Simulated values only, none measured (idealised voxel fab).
The name of this process module is voxel quadruple lines.
Section cut is 240 nm wide and gridded with 5 nm square cells.
Bands, listed from the top down, are how a cross-section gets written in this document; the cross-section itself is a grid of square cells, and a band is one or more rows of them. Band: top height; bottom height; in nm. Then, left to right: material with width in nm, for each material. "all across": a single material spanning edge to edge. "air": empty space. Heights are reckoned from 0. Under this level, the received wafer is all of one material. The bottommost band is open-ended downward, for example "0..down". It should be noted that a width expressed as "30->40" varies in equal increments from row to row of cells within the band, taking the value of the first number at the top row and that of the second number at the bottom row. "no change" -> step changed no cross-section cell. Empty spaces counting at least 8 cells and having no open way to the top are listed in "Closed voids list". The notation width x height at distance is used for each, the distance being from the left edge and all three values in nm. Heads up: the bit after the settings on a step's line is the simulator's remark on that step. The setting "overlay nm" may be written on the line of a step. When the step uses a mask, the value reports how far to the right of the planned place the mask lay, and a negative value reports that it lay to the left.
### Listed below are the process steps as planned
1: op RECEIVE | material Si
2: op CONFORMAL_DEP | material SiO2 | thk nm 5
3: op DIRECTIONAL_DEP | material W | thk nm 10
4: op DIRECTIONAL_DEP | material polySi | thk nm 15
5: op DIRECTIONAL_DEP | material aC | thk nm 20
6: op PATTERN | tone cover | mask id MANDREL | material resist | width nm 25 | pitch nm 80 | thk nm 30 | overlay nm -15
7: op DIRECTIONAL_ETCH | etch materials aC | depth nm 20
8: op STRIP | etch materials resist
9: op CONFORMAL_DEP | material SiO2 | thk nm 15
10: op DIRECTIONAL_ETCH | etch materials SiO2 | depth nm 15
11: op STRIP | etch materials aC
12: op DIRECTIONAL_ETCH | etch materials polySi | depth nm 15
13: op STRIP | etch materials SiO2
14: op CONFORMAL_DEP | material SiN | thk nm 5
15: op DIRECTIONAL_ETCH | etch materials SiN | depth nm 5
16: op STRIP | etch materials polySi
17: op DIRECTIONAL_ETCH | etch materials W | depth nm 10
18: op STRIP | etch materials SiN
Variable across wafers: step 6 overlay nm (plan value is that of the first wafer; starting state common to all).
### Cross-section: the first of several wafers in its as-received state, i.e. following step 1
> 0..down | Si all across
> Closed voids list: none
### After the module's final step, step 18: the first of several wafers in cross-section
> 15..5 | 30 air | 5 W | 15 air | 5 W | 15 air | 5 W | 15 air | 5 W | 15 air | 5 W | 15 air | 5 W | 15 air | 5 W | 15 air | 5 W | 65 air
> 5..0 | SiO2 all across
> 0..down | Si all across
> Closed voids list: none
### Here we cross-sectioned the last of the wafers once the module was done
> 15..5 | 60 air | 5 W | 15 air | 5 W | 15 air | 5 W | 15 air | 5 W | 15 air | 5 W | 15 air | 5 W | 15 air | 5 W | 15 air | 5 W | 35 air
> 5..0 | SiO2 all across
> 0..down | Si all across
> Closed voids list: none
### Below: a row per wafer. Contents at end of module: for every material, cells gained since receipt (+) or lost since receipt (-); then closed voids
overlay nm -15, +48 SiO2, +16 W, Closed voids list: none
overlay nm -10, +48 SiO2, +16 W, Closed voids list: none
overlay nm -5, +48 SiO2, +16 W, Closed voids list: none
overlay nm 0, +48 SiO2, +16 W, Closed voids list: none
overlay nm 5, +48 SiO2, +16 W, Closed voids list: none
overlay nm 10, +48 SiO2, +16 W, Closed voids list: none
overlay nm 15, +48 SiO2, +16 W, Closed voids list: none
